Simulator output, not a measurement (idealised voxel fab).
process module | voxel released beams
The cross-section on display is named cut; it measures 290 nm wide, and its cells are 5 nm squares.
We lay out every cross-section as a grid of square cells and spell it out in bands from the top down, where one band means one or more rows of cells.
The band entry comprises the height of the band's top followed by the height of its bottom, expressed in nm, and subsequently the band's materials from left to right, each stated together with its width in nm. Where a single material is marked with the word "throughout", that material fills the band from edge to edge. The word "air" represents empty space.
Height is counted from the level 0, under which the received wafer is composed throughout of one material. The lowest of the bands is not closed at the bottom but continues downward, in the notation "z 0 and below".
The two numbers in a width such as "30..40" mark its ends across the band: the first belongs to the top row of cells, the second to the bottom row, and from each row to the next the width moves by the same amount.
"no change", as given for a step, is the statement that not any cell of the cross-section underwent a change during that step.
Entry "Closed cavity list". Content: empty spaces with no open connection to the top, size 8 cells or greater. Each: width x height at distance. Distance: from left edge. Unit: nm.
Where a step's line continues beyond its settings, the continuation is a remark by the simulator itself on that step.
The setting "overlay nm" may be written on the line of a step. When the step uses a mask, the value reports how far to the right of the planned place the mask lay, and a negative value reports that it lay to the left.
[Steps planned for the process]
1. RECEIVE,material Si
2. CONFORMAL_DEP,material SiN,thk nm 5
3. DIRECTIONAL_DEP,material SiO2,thk nm 15
4. DIRECTIONAL_DEP,material aC,thk nm 10
5. PATTERN,tone open,mask id ANCHOR,material resist,width nm 35,thk nm 25,overlay nm 0
6. DIRECTIONAL_ETCH,etch materials aC,depth nm 10
7. STRIP,etch materials resist
8. DIRECTIONAL_ETCH,etch materials SiO2,depth nm 15
9. STRIP,etch materials aC
10. CONFORMAL_DEP,material TiN,thk nm 15
11. PATTERN,tone cover,mask id BEAM,material resist,width nm 95,thk nm 20,overlay nm 0
12. DIRECTIONAL_ETCH,etch materials TiN,depth nm 15
13. STRIP,etch materials resist
14. STRIP,etch materials SiO2
[As-received wafer cross-section (after step 1)]
    z 0 and below: Si throughout
    Closed cavity list: none
[Cross-section: first of two wafers, module finished, run according to plan]
    z 35 to 20: air (95); TiN (20); air (5); TiN (70); air (100)
    z 20 to 5: air (100); TiN (35); air (155)
    z 5 to 0: SiN throughout
    z 0 and below: Si throughout
    Closed cavity list: none
[End-of-module cross-section of the second wafer: identical starting point and process plan to the first, with one processing mistake]
    z 30 to 15: air (95); TiN (20); air (5); TiN (70); air (100)
    z 15 to 0: air (100); TiN (35); air (155)
    z 0 and below: Si throughout
    Closed cavity list: none
Deviation noted in wafer processing: plan step 2 skipped
Final cells, second wafer relative to first, materials higher or lower: SiN: 58 fewer
